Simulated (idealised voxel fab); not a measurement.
process module | voxel wiring stack
cross-section cut | 300 nm wide | cells 5 nm
A cross-section is a grid of square cells, given in bands from the top down. A band is one or more rows of cells.
Each band's line starts with the height of the band's top and of its bottom, in nm. Then come its materials from left to right, each with its width in nm. One material with "throughout" fills the band from edge to edge. "air" is empty space.
Height 0 is the level under which the wafer as received is all one material. The lowest band goes on downwards, as in "0 down".
A width such as "30 to 40" changes by the same amount from each row of cells to the next, from the band's top row to its bottom row.
"no change" after a step means that no cell of the cross-section changed.
closed voids: empty space of 8 cells or more with no open way to the top, each as width x height at its distance from the left edge, in nm
after a step's settings: what the simulator itself notes on the step
overlay nm, on a step with a mask: how far to the right of its planned place the mask lay; to the left if negative
plan
1 op RECEIVE | material Si
2 op CONFORMAL_DEP | material SiO2 | thk nm 15
3 op DIRECTIONAL_DEP | material TiN | thk nm 5
4 op DIRECTIONAL_DEP | material W | thk nm 25
5 op DIRECTIONAL_DEP | material aC | thk nm 15
6 op PATTERN | tone cover | mask id METAL_1 | material resist | width nm 30 | pitch nm 50 | thk nm 35 | overlay nm -15
7 op DIRECTIONAL_ETCH | etch materials aC | depth nm 15
8 op STRIP | etch materials resist
9 op DIRECTIONAL_ETCH | etch materials W | depth nm 25
10 op DIRECTIONAL_ETCH | etch materials TiN | depth nm 5
11 op STRIP | etch materials aC
12 op CONFORMAL_DEP | material SiCN | thk nm 5
13 op FILL_DEP | material lowk | thk nm 10
14 op CMP | height nm 45
15 op CONFORMAL_DEP | material SiCN | thk nm 5
16 op DIRECTIONAL_DEP | material SiO2 | thk nm 15
17 op DIRECTIONAL_DEP | material aC | thk nm 10
18 op PATTERN | tone open | mask id PLUG_1 | material resist | width nm 15 | pitch nm 50 | thk nm 30 | overlay nm 0
19 op DIRECTIONAL_ETCH | etch materials aC | depth nm 10
20 op STRIP | etch materials resist
21 op DIRECTIONAL_ETCH | etch materials SiO2 | depth nm 15
22 op DIRECTIONAL_ETCH | etch materials SiCN | depth nm 5
23 op STRIP | etch materials aC
24 op EPI | material Ru | thk nm 10
25 op EPI | material Ru | thk nm 10
26 op DIRECTIONAL_DEP | material TiN | thk nm 5
27 op DIRECTIONAL_DEP | material Ru | thk nm 15
28 op PATTERN | tone cover | mask id METAL_2 | material resist | width nm 30 | pitch nm 50 | thk nm 15 | overlay nm 0
29 op DIRECTIONAL_ETCH | etch materials Ru | depth nm 15
30 op DIRECTIONAL_ETCH | etch materials TiN | depth nm 5
31 op STRIP | etch materials resist
32 op CONFORMAL_DEP | material SiN | thk nm 5
33 op FILL_DEP | material lowk | thk nm 10
34 op CMP | height nm 85
35 op CONFORMAL_DEP | material SiN | thk nm 5
varied across the wafers: overlay nm of step 6. The plan shows the first wafer's value. All wafers start alike
first wafer as received, after step 1
  0 down: Si throughout
  closed voids: none
each wafer at the end: cells of each material gained (+) or lost (-) since it was received, then its closed voids
overlay nm -15 | +90 Ru | +123 SiCN | +120 SiN | +333 SiO2 | +36 TiN | +90 W | +288 lowk | closed voids: none
overlay nm -10 | +90 Ru | +123 SiCN | +120 SiN | +333 SiO2 | +36 TiN | +90 W | +288 lowk | closed voids: none
overlay nm -5 | +90 Ru | +123 SiCN | +120 SiN | +333 SiO2 | +36 TiN | +90 W | +288 lowk | closed voids: none
overlay nm 0 | +90 Ru | +123 SiCN | +120 SiN | +333 SiO2 | +36 TiN | +90 W | +288 lowk | closed voids: none
overlay nm 5 | +90 Ru | +123 SiCN | +120 SiN | +333 SiO2 | +36 TiN | +90 W | +288 lowk | closed voids: none
overlay nm 10 | +90 Ru | +123 SiCN | +120 SiN | +333 SiO2 | +36 TiN | +90 W | +288 lowk | closed voids: none
overlay nm 15 | +54 Ru | +123 SiCN | +129 SiN | +333 SiO2 | +36 TiN | +90 W | +315 lowk | closed voids: none
